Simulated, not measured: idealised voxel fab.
process module | voxel plated lines
cross-section cut | 180 nm wide | cells 5 nm
A cross-section is a grid of square cells, given in bands from the top down. A band is one or more rows of cells.
Each band's line starts with the height of the band's top and of its bottom, in nm. Then come its materials from left to right, each with its width in nm. One material with "throughout" fills the band from edge to edge. "air" is empty space.
Height 0 is the level under which the wafer as received is all one material. The lowest band goes on downwards, as in "0 down".
A width such as "30 to 40" changes by the same amount from each row of cells to the next, from the band's top row to its bottom row.
"no change" after a step means that no cell of the cross-section changed.
closed voids: empty space of 8 cells or more with no open way to the top, each as width x height at its distance from the left edge, in nm
after a step's settings: what the simulator itself notes on the step
overlay nm, on a step with a mask: how far to the right of its planned place the mask lay; to the left if negative
plan
1 op RECEIVE | material Si
2 op CONFORMAL_DEP | material Al2O3 | thk nm 5
3 op DIRECTIONAL_DEP | material TiN | thk nm 5
4 op PATTERN | tone open | mask id LINES | material resist | width nm 15 | pitch nm 35 | thk nm 40 | overlay nm 0
5 op EPI | material Ru | thk nm 10
6 op EPI | material Ru | thk nm 5
7 op EPI | material Ru | thk nm 5
8 op STRIP | etch materials resist
9 op DIRECTIONAL_ETCH | etch materials TiN | depth nm 5
10 op CONFORMAL_DEP | material SiCN | thk nm 10
first wafer, as planned
as received, after step 1
  0 down: Si throughout
  closed voids: none
after step 2
  5 to 0: Al2O3 throughout
  below 0: unchanged
after step 3
  10 to 5: TiN throughout
  below 5: unchanged
after step 4
  50 to 10: resist 65 | air 15 | resist 20 | air 15 | resist 65
  below 10: unchanged
after step 5
  50 to 20: resist 65 | air 15 | resist 20 | air 15 | resist 65
  20 to 10: resist 65 | Ru 15 | resist 20 | Ru 15 | resist 65
  below 10: unchanged
after step 6
  50 to 25: resist 65 | air 15 | resist 20 | air 15 | resist 65
  25 to 10: resist 65 | Ru 15 | resist 20 | Ru 15 | resist 65
  below 10: unchanged
after step 7
  50 to 30: resist 65 | air 15 | resist 20 | air 15 | resist 65
  30 to 10: resist 65 | Ru 15 | resist 20 | Ru 15 | resist 65
  below 10: unchanged
after step 8
  30 to 10: air 65 | Ru 15 | air 20 | Ru 15 | air 65
  below 10: unchanged
after step 9
  30 to 10: air 65 | Ru 15 | air 20 | Ru 15 | air 65
  10 to 5: air 65 | TiN 15 | air 20 | TiN 15 | air 65
  below 5: unchanged
after step 10
  40 to 30: air 55 | SiCN 70 | air 55
  30 to 15: air 55 | SiCN 10 | Ru 15 | SiCN 20 | Ru 15 | SiCN 10 | air 55
  15 to 10: SiCN 65 | Ru 15 | SiCN 20 | Ru 15 | SiCN 65
  10 to 5: SiCN 65 | TiN 15 | SiCN 20 | TiN 15 | SiCN 65
  below 5: unchanged
second wafer: like start, like plan, one mistake. Through step 3 it matches the first wafer
when step 4 should have ended
  20 to 10: Ru throughout
  below 10: unchanged
when step 5 should have ended
  60 to 20: resist 65 | air 15 | resist 20 | air 15 | resist 65
  below 20: unchanged
when step 6 should have ended
  60 to 25: resist 65 | air 15 | resist 20 | air 15 | resist 65
  25 to 20: resist 65 | Ru 15 | resist 20 | Ru 15 | resist 65
  below 20: unchanged
when step 7 should have ended
  60 to 30: resist 65 | air 15 | resist 20 | air 15 | resist 65
  30 to 20: resist 65 | Ru 15 | resist 20 | Ru 15 | resist 65
  below 20: unchanged
when step 8 should have ended
  30 to 20: air 65 | Ru 15 | air 20 | Ru 15 | air 65
  below 20: unchanged
when step 9 should have ended: no change
when step 10 should have ended
  40 to 30: air 55 | SiCN 70 | air 55
  30 to 20: SiCN 65 | Ru 15 | SiCN 20 | Ru 15 | SiCN 65
  below 20: unchanged
what went wrong: steps 4 and 5 were swapped
at the end the second wafer has, in cells: 60 more of Ru | 24 fewer of SiCN | 30 more of TiN
